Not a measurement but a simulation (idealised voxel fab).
process module | voxel transistor to metal
cross-section cut | 300 nm wide | cells 5 nm
A cross-section is a grid of square cells, given in bands from the top down. A band is one or more rows of cells.
Each band's line starts with the height of the band's top and of its bottom, in nm. Then come its materials from left to right, each with its width in nm. One material with "throughout" fills the band from edge to edge. "air" is empty space.
Height 0 is the level under which the wafer as received is all one material. The lowest band goes on downwards, as in "0 down".
A width such as "30 to 40" changes by the same amount from each row of cells to the next, from the band's top row to its bottom row.
"no change" after a step means that no cell of the cross-section changed.
closed voids: empty space of 8 cells or more with no open way to the top, each as width x height at its distance from the left edge, in nm
after a step's settings: what the simulator itself notes on the step
overlay nm, on a step with a mask: how far to the right of its planned place the mask lay; to the left if negative
plan
1 op RECEIVE | material Si
2 op CONFORMAL_DEP | material SiO2 | thk nm 5
3 op CONFORMAL_DEP | material SiN | thk nm 10
4 op DIRECTIONAL_DEP | material aC | thk nm 15
5 op PATTERN | tone cover | mask id ACTIVE | material resist | width nm 105 | pitch nm 135 | thk nm 30 | overlay nm 0
6 op DIRECTIONAL_ETCH | etch materials aC | depth nm 15
7 op STRIP | etch materials resist
8 op DIRECTIONAL_ETCH | etch materials SiN | depth nm 10
9 op DIRECTIONAL_ETCH | etch materials SiO2 | depth nm 5
10 op DIRECTIONAL_ETCH | etch materials Si | depth nm 35
11 op STRIP | etch materials aC
12 op FILL_DEP | material SiO2 | thk nm 15
13 op CMP | height nm 15
14 op SELECTIVE_ETCH | etch materials SiO2 | depth nm 5
15 op STRIP | etch materials SiN
16 op SELECTIVE_ETCH | etch materials SiO2 | depth nm 5
17 op OXIDIZE | depth nm 5
18 op DIRECTIONAL_DEP | material polySi | thk nm 20
19 op DIRECTIONAL_DEP | material SiCN | thk nm 15
20 op DIRECTIONAL_DEP | material aC | thk nm 15
21 op PATTERN | tone cover | mask id GATE | material resist | width nm 25 | pitch nm 135 | thk nm 30 | overlay nm 0
22 op DIRECTIONAL_ETCH | etch materials aC | depth nm 15
23 op STRIP | etch materials resist
24 op DIRECTIONAL_ETCH | etch materials SiCN | depth nm 25
25 op DIRECTIONAL_ETCH | etch materials polySi | depth nm 30
26 op STRIP | etch materials aC
27 op CONFORMAL_DEP | material SiO2 | thk nm 5
28 op DIRECTIONAL_ETCH | etch materials SiO2 | depth nm 5
29 op CONFORMAL_DEP | material SiN | thk nm 5
30 op DIRECTIONAL_ETCH | etch materials SiN | depth nm 5
31 op DIRECTIONAL_ETCH | etch materials SiO2 | depth nm 5
32 op DIRECTIONAL_ETCH | etch materials Si | depth nm 15
33 op EPI | material nSi | thk nm 15
34 op FILL_DEP | material SiO2 | thk nm 10
35 op CMP | height nm 35
36 op DIRECTIONAL_DEP | material SiO2 | thk nm 15
37 op PATTERN | tone open | mask id CONTACT | material resist | width nm 20 | thk nm 15 | overlay nm 0
38 op DIRECTIONAL_ETCH | etch materials SiO2 | depth nm 40
39 op STRIP | etch materials resist
40 op CONFORMAL_DEP | material TiN | thk nm 5
41 op FILL_DEP | material W | thk nm 5
42 op CMP | height nm 50
43 op CONFORMAL_DEP | material SiCN | thk nm 5
44 op DIRECTIONAL_DEP | material SiO2 | thk nm 25
45 op PATTERN | tone open | mask id METAL_1 | material resist | width nm 15 | thk nm 15 | overlay nm 0
46 op DIRECTIONAL_ETCH | etch materials SiO2 | depth nm 25
47 op DIRECTIONAL_ETCH | etch materials SiCN | depth nm 5
48 op STRIP | etch materials resist
49 op CONFORMAL_DEP | material TiN | thk nm 5
50 op FILL_DEP | material W | thk nm 10
51 op CMP | height nm 80
52 op CONFORMAL_DEP | material SiCN | thk nm 5
varied across the wafers: width nm of step 45. The plan shows the first wafer's value. All wafers start alike
first wafer as received, after step 1
  0 down: Si throughout
  closed voids: none
first wafer at the end, after step 52
  85 to 80: SiCN throughout
  80 to 55: SiO2 40 | TiN 5 | W 5 | TiN 5 | SiO2 60 | TiN 5 | W 5 | TiN 5 | SiO2 45 | TiN 5 | W 5 | TiN 5 | SiO2 60 | TiN 5 | W 5 | TiN 5 | SiO2 35
  55 to 50: SiCN 40 | TiN 15 | SiCN 60 | TiN 15 | SiCN 45 | TiN 15 | SiCN 60 | TiN 15 | SiCN 35
  50 to 35: SiO2 35 | TiN 5 | W 10 | TiN 5 | SiO2 55 | TiN 5 | W 10 | TiN 5 | SiO2 40 | TiN 5 | W 10 | TiN 5 | SiO2 55 | TiN 5 | W 10 | TiN 5 | SiO2 35
  35 to 20: SiO2 35 | TiN 5 | W 10 | TiN 5 | SiO2 5 | SiN 5 | SiO2 5 | SiCN 25 | SiO2 5 | SiN 5 | SiO2 5 | TiN 5 | W 10 | TiN 5 | SiO2 40 | TiN 5 | W 10 | TiN 5 | SiO2 5 | SiN 5 | SiO2 5 | SiCN 25 | SiO2 5 | SiN 5 | SiO2 5 | TiN 5 | W 10 | TiN 5 | SiO2 35
  20 to 15: SiO2 35 | TiN 5 | W 10 | TiN 5 | SiO2 5 | SiN 5 | SiO2 5 | polySi 25 | SiO2 5 | SiN 5 | SiO2 5 | TiN 5 | W 10 | TiN 5 | SiO2 40 | TiN 5 | W 10 | TiN 5 | SiO2 5 | SiN 5 | SiO2 5 | polySi 25 | SiO2 5 | SiN 5 | SiO2 5 | TiN 5 | W 10 | TiN 5 | SiO2 35
  15 to 10: SiO2 35 | TiN 20 | SiO2 5 | SiN 5 | SiO2 5 | polySi 25 | SiO2 5 | SiN 5 | SiO2 5 | TiN 20 | SiO2 40 | TiN 20 | SiO2 5 | SiN 5 | SiO2 5 | polySi 25 | SiO2 5 | SiN 5 | SiO2 5 | TiN 20 | SiO2 35
  10 to 5: SiO2 30 | nSi 30 | SiN 5 | SiO2 5 | polySi 25 | SiO2 5 | SiN 5 | nSi 30 | SiO2 30 | nSi 30 | SiN 5 | SiO2 5 | polySi 25 | SiO2 5 | SiN 5 | nSi 30 | SiO2 30
  5 to 0: SiO2 30 | SiN 5 | nSi 25 | SiN 5 | SiO2 5 | polySi 25 | SiO2 5 | SiN 5 | nSi 25 | SiN 5 | SiO2 30 | SiN 5 | nSi 25 | SiN 5 | SiO2 5 | polySi 25 | SiO2 5 | SiN 5 | nSi 25 | SiN 5 | SiO2 30
  0 to -5: SiO2 35 | nSi 25 | SiO2 45 | nSi 25 | SiO2 40 | nSi 25 | SiO2 45 | nSi 25 | SiO2 35
  -5 to -20: SiO2 30 | Si 5 | nSi 25 | Si 45 | nSi 25 | Si 5 | SiO2 30 | Si 5 | nSi 25 | Si 45 | nSi 25 | Si 5 | SiO2 30
  -20 to -35: SiO2 30 | Si 105 | SiO2 30 | Si 105 | SiO2 30
  -35 down: Si throughout
  closed voids: none
last wafer at the end
  85 to 80: SiCN throughout
  80 to 55: SiO2 30 | TiN 5 | W 25 | TiN 5 | SiO2 40 | TiN 5 | W 25 | TiN 5 | SiO2 25 | TiN 5 | W 25 | TiN 5 | SiO2 40 | TiN 5 | W 25 | TiN 5 | SiO2 25
  55 to 50: SiCN 30 | TiN 35 | SiCN 40 | TiN 35 | SiCN 25 | TiN 35 | SiCN 40 | TiN 35 | SiCN 25
  50 to 35: SiO2 35 | TiN 5 | W 10 | TiN 5 | SiO2 55 | TiN 5 | W 10 | TiN 5 | SiO2 40 | TiN 5 | W 10 | TiN 5 | SiO2 55 | TiN 5 | W 10 | TiN 5 | SiO2 35
  35 to 20: SiO2 35 | TiN 5 | W 10 | TiN 5 | SiO2 5 | SiN 5 | SiO2 5 | SiCN 25 | SiO2 5 | SiN 5 | SiO2 5 | TiN 5 | W 10 | TiN 5 | SiO2 40 | TiN 5 | W 10 | TiN 5 | SiO2 5 | SiN 5 | SiO2 5 | SiCN 25 | SiO2 5 | SiN 5 | SiO2 5 | TiN 5 | W 10 | TiN 5 | SiO2 35
  20 to 15: SiO2 35 | TiN 5 | W 10 | TiN 5 | SiO2 5 | SiN 5 | SiO2 5 | polySi 25 | SiO2 5 | SiN 5 | SiO2 5 | TiN 5 | W 10 | TiN 5 | SiO2 40 | TiN 5 | W 10 | TiN 5 | SiO2 5 | SiN 5 | SiO2 5 | polySi 25 | SiO2 5 | SiN 5 | SiO2 5 | TiN 5 | W 10 | TiN 5 | SiO2 35
  15 to 10: SiO2 35 | TiN 20 | SiO2 5 | SiN 5 | SiO2 5 | polySi 25 | SiO2 5 | SiN 5 | SiO2 5 | TiN 20 | SiO2 40 | TiN 20 | SiO2 5 | SiN 5 | SiO2 5 | polySi 25 | SiO2 5 | SiN 5 | SiO2 5 | TiN 20 | SiO2 35
  10 to 5: SiO2 30 | nSi 30 | SiN 5 | SiO2 5 | polySi 25 | SiO2 5 | SiN 5 | nSi 30 | SiO2 30 | nSi 30 | SiN 5 | SiO2 5 | polySi 25 | SiO2 5 | SiN 5 | nSi 30 | SiO2 30
  5 to 0: SiO2 30 | SiN 5 | nSi 25 | SiN 5 | SiO2 5 | polySi 25 | SiO2 5 | SiN 5 | nSi 25 | SiN 5 | SiO2 30 | SiN 5 | nSi 25 | SiN 5 | SiO2 5 | polySi 25 | SiO2 5 | SiN 5 | nSi 25 | SiN 5 | SiO2 30
  0 to -5: SiO2 35 | nSi 25 | SiO2 45 | nSi 25 | SiO2 40 | nSi 25 | SiO2 45 | nSi 25 | SiO2 35
  -5 to -20: SiO2 30 | Si 5 | nSi 25 | Si 45 | nSi 25 | Si 5 | SiO2 30 | Si 5 | nSi 25 | Si 45 | nSi 25 | Si 5 | SiO2 30
  -20 to -35: SiO2 30 | Si 105 | SiO2 30 | Si 105 | SiO2 30
  -35 down: Si throughout
  closed voids: none
each wafer at the end: cells of each material gained (+) or lost (-) since it was received, then its closed voids
width nm 15 | -228 Si | +138 SiCN | +32 SiN | +714 SiO2 | +124 TiN | +76 W | +124 nSi | +40 polySi | closed voids: none
width nm 20 | -228 Si | +134 SiCN | +32 SiN | +694 SiO2 | +128 TiN | +96 W | +124 nSi | +40 polySi | closed voids: none
width nm 25 | -228 Si | +130 SiCN | +32 SiN | +674 SiO2 | +132 TiN | +116 W | +124 nSi | +40 polySi | closed voids: none
width nm 30 | -228 Si | +126 SiCN | +32 SiN | +654 SiO2 | +136 TiN | +136 W | +124 nSi | +40 polySi | closed voids: none
width nm 35 | -228 Si | +122 SiCN | +32 SiN | +634 SiO2 | +140 TiN | +156 W | +124 nSi | +40 polySi | closed voids: none
